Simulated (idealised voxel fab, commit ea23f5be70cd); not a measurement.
Module name: voxel tone inversion (process module)
Each square cell in cross-section cut measures 5 nm, and the section as a whole is 285 nm wide.
Reading order for cross-sections: top band down to bottom band. Underlying form: a grid of square cells. Band size: one or more rows of cells.
This entry defines a band. It first specifies the height of the band's top and the height of its bottom in nm, and then specifies the band's materials from left to right, stating each material with its width in nm. The word "full width" identifies a single material that fills the band from edge to edge, while the word "blank" identifies empty space.
Heights are measured from 0, the level below which the as-received wafer is all one material; the lowest band has no bottom and continues downward, written as in "from 0 down".
Graded width ("30->40"): value in top row of band = first number; value in bottom row = second number; row-to-row change constant.
The cross-section has no changed cell in any step marked "no change occurred".
For the entry "Enclosed void catalog", the listed items are empty spaces with no open way to the top whose size is 8 cells or more; each item follows the pattern width x height at distance, where distance is from the left edge and all three are in nm.
Heads up: the bit after the settings on a step's line is the simulator's remark on that step.
What "overlay nm" on a step's line means: if the step has a mask, that mask lay this far to the right of its planned place, or, when the value is negative, to the left.
## Set out below are the planned steps of the process
1. RECEIVE,material Si
2. CONFORMAL_DEP,material SiN,thk nm 10
3. DIRECTIONAL_DEP,material aC,thk nm 15
4. PATTERN,tone cover,mask id POSTS,material resist,width nm 20,pitch nm 35,thk nm 20,overlay nm 0
5. DIRECTIONAL_ETCH,etch materials aC,depth nm 15
6. STRIP,etch materials resist
7. FILL_DEP,material lowk,thk nm 10
8. CMP,height nm 25
9. STRIP,etch materials aC
10. CONFORMAL_DEP,material TiN,thk nm 5
11. FILL_DEP,material W,thk nm 10
12. CMP,height nm 25
13. CONFORMAL_DEP,material SiN,thk nm 5
## First of two wafers: run as planned
## As-received wafer cross-section (after step 1)
  from 0 down = Si full width
  Enclosed void catalog: none
## after step 2
  from 10 to 0 = SiN full width
  For the remainder of the cross-section, below 0, there is no change.
## after step 3
  from 25 to 10 = aC full width
  For the remainder of the cross-section, below 10, there is no change.
## after step 4
  from 45 to 25 = blank: 115  resist: 20  blank: 15  resist: 20  blank: 115
  For the remainder of the cross-section, below 25, there is no change.
## after step 5
  from 30 to 25 = blank: 115  resist: 20  blank: 15  resist: 20  blank: 115
  from 25 to 10 = blank: 115  aC: 20  blank: 15  aC: 20  blank: 115
  For the remainder of the cross-section, below 10, there is no change.
## after step 6
  from 25 to 10 = blank: 115  aC: 20  blank: 15  aC: 20  blank: 115
  For the remainder of the cross-section, below 10, there is no change.
## after step 7
  from 35 to 25 = lowk full width
  from 25 to 10 = lowk: 115  aC: 20  lowk: 15  aC: 20  lowk: 115
  For the remainder of the cross-section, below 10, there is no change.
## after step 8
  from 25 to 10 = lowk: 115  aC: 20  lowk: 15  aC: 20  lowk: 115
  For the remainder of the cross-section, below 10, there is no change.
## after step 9
  from 25 to 10 = lowk: 115  blank: 20  lowk: 15  blank: 20  lowk: 115
  For the remainder of the cross-section, below 10, there is no change.
## after step 10
  from 30 to 25 = TiN: 120  blank: 10  TiN: 25  blank: 10  TiN: 120
  from 25 to 15 = lowk: 115  TiN: 5  blank: 10  TiN: 5  lowk: 15  TiN: 5  blank: 10  TiN: 5  lowk: 115
  from 15 to 10 = lowk: 115  TiN: 20  lowk: 15  TiN: 20  lowk: 115
  For the remainder of the cross-section, below 10, there is no change.
## after step 11
  from 40 to 30 = W full width
  from 30 to 25 = TiN: 120  W: 10  TiN: 25  W: 10  TiN: 120
  from 25 to 15 = lowk: 115  TiN: 5  W: 10  TiN: 5  lowk: 15  TiN: 5  W: 10  TiN: 5  lowk: 115
  For the remainder of the cross-section, below 15, there is no change.
## after step 12
  from 25 to 15 = lowk: 115  TiN: 5  W: 10  TiN: 5  lowk: 15  TiN: 5  W: 10  TiN: 5  lowk: 115
  For the remainder of the cross-section, below 15, there is no change.
## after step 13
  from 30 to 25 = SiN full width
  For the remainder of the cross-section, below 25, there is no change.
## The second wafer: identical to the first at the outset and in its planned sequence, differing only in that one mistake was made during processing; up to and including step 11, its path is the first wafer's path
Here is the second wafer in cross-section at the point where step 12 of the plan should have been done: no change occurred
## Here is the second wafer in cross-section at the point where step 13 of the plan should have been done
  from 45 to 40 = SiN full width
  For the remainder of the cross-section, below 40, there is no change.
The mistake made against the process plan was this: step 12 of the plan was jumped over and never run
at the end the second wafer has, in cells: 53 more of TiN, 118 more of W
